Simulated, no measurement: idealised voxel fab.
Documented hereafter: the process module known as voxel fin reveal.
Each square cell in cross-section cut measures 5 nm, and the section as a whole is 185 nm wide.
Cross-section layout: square cells on a grid; listed as bands, top to bottom; a band spans one or more cell rows.
What a band's entry tells you: where the top is and where the bottom is, as heights in nm, and after that what lies inside, material by material from left to right, each with its width in nm. Empty space is written as the word "air", and a single material marked with the word "everywhere" occupies the band from edge to edge.
Basically, 0 is our baseline, since under it the wafer straight out of the box is all one material. The bottom band has no lower end and keeps on going down, so it looks like "top 0, no bottom".
Graded width ("30 to 40"): value in top row of band = first number; value in bottom row = second number; row-to-row change constant.
Basically "no change occurred" means that step didn't change any cell in the cross-section.
"Cavities, sealed" means: voids of 8 cells or more that are shut off from the top with no open way through. Written width x height at distance, distance from the left edge, in nm.
That trailing text on a step's line, after the settings, is the simulator's own remark on the step.
overlay nm: where the mask lay relative to plan, measured to the right, on steps with a mask; negatives go left.

THE STEPS PLANNED FOR THE PROCESS ARE AS FOLLOWS
1 RECEIVE: material Si
2 CONFORMAL_DEP: material SiN, thk nm 10
3 MASKED_ETCH: tone cover, mask id FINS, width nm 15, pitch nm 35, etch materials SiN, depth nm 10, overlay nm 0
4 MASKED_ETCH: tone cover, mask id FINS, width nm 15, pitch nm 35, etch materials Si, depth nm 40, overlay nm 0
5 FILL_DEP: material SiO2, thk nm 5
6 CMP: height nm 10
7 SELECTIVE_ETCH: etch materials SiO2, depth nm 30
8 STRIP: etch materials SiN
9 CONFORMAL_DEP: material HfO2, thk nm 5

SO THIS IS THE INCOMING WAFER IN CROSS-SECTION - IT'S ALREADY BEEN THROUGH STEP 1
* top 0, no bottom: Si everywhere
* Cavities, sealed: none

RUN AS PLANNED - FIRST OF THE TWO WAFERS CROSS-SECTIONED AT THE END OF THE MODULE
* top 5, bottom 0: air (60), HfO2 (25), air (10), HfO2 (25), air (65)
* top 0, bottom -15: air (60), HfO2 (5), Si (15), HfO2 (5), air (10), HfO2 (5), Si (15), HfO2 (5), air (65)
* top -15, bottom -20: HfO2 (65), Si (15), HfO2 (20), Si (15), HfO2 (70)
* top -20, bottom -40: SiO2 (65), Si (15), SiO2 (20), Si (15), SiO2 (70)
* top -40, no bottom: Si everywhere
* Cavities, sealed: none

MODULE END: CROSS-SECTION OF WAFER TWO OF TWO. SAME START AND PROCESS PLAN AS THE FIRST WAFER. ONE MISTAKE DURING EXECUTION
* top 5, bottom 0: air (60), HfO2 (25), air (10), HfO2 (25), air (65)
* top 0, bottom -15: air (60), HfO2 (5), Si (15), HfO2 (5), air (10), HfO2 (5), Si (15), HfO2 (5), air (65)
* top -15, bottom -20: HfO2 (65), Si (15), HfO2 (20), Si (15), HfO2 (70)
* top -20, bottom -80: SiO2 (65), Si (15), SiO2 (20), Si (15), SiO2 (70)
* top -80, no bottom: Si everywhere
* Cavities, sealed: none
Heads up, the wafer didn't run the way we planned it: step 4 of the plan saw execution twice
Final wafer comparison in cells, second versus first, more or fewer per material: 248 fewer of Si | 248 more of SiO2
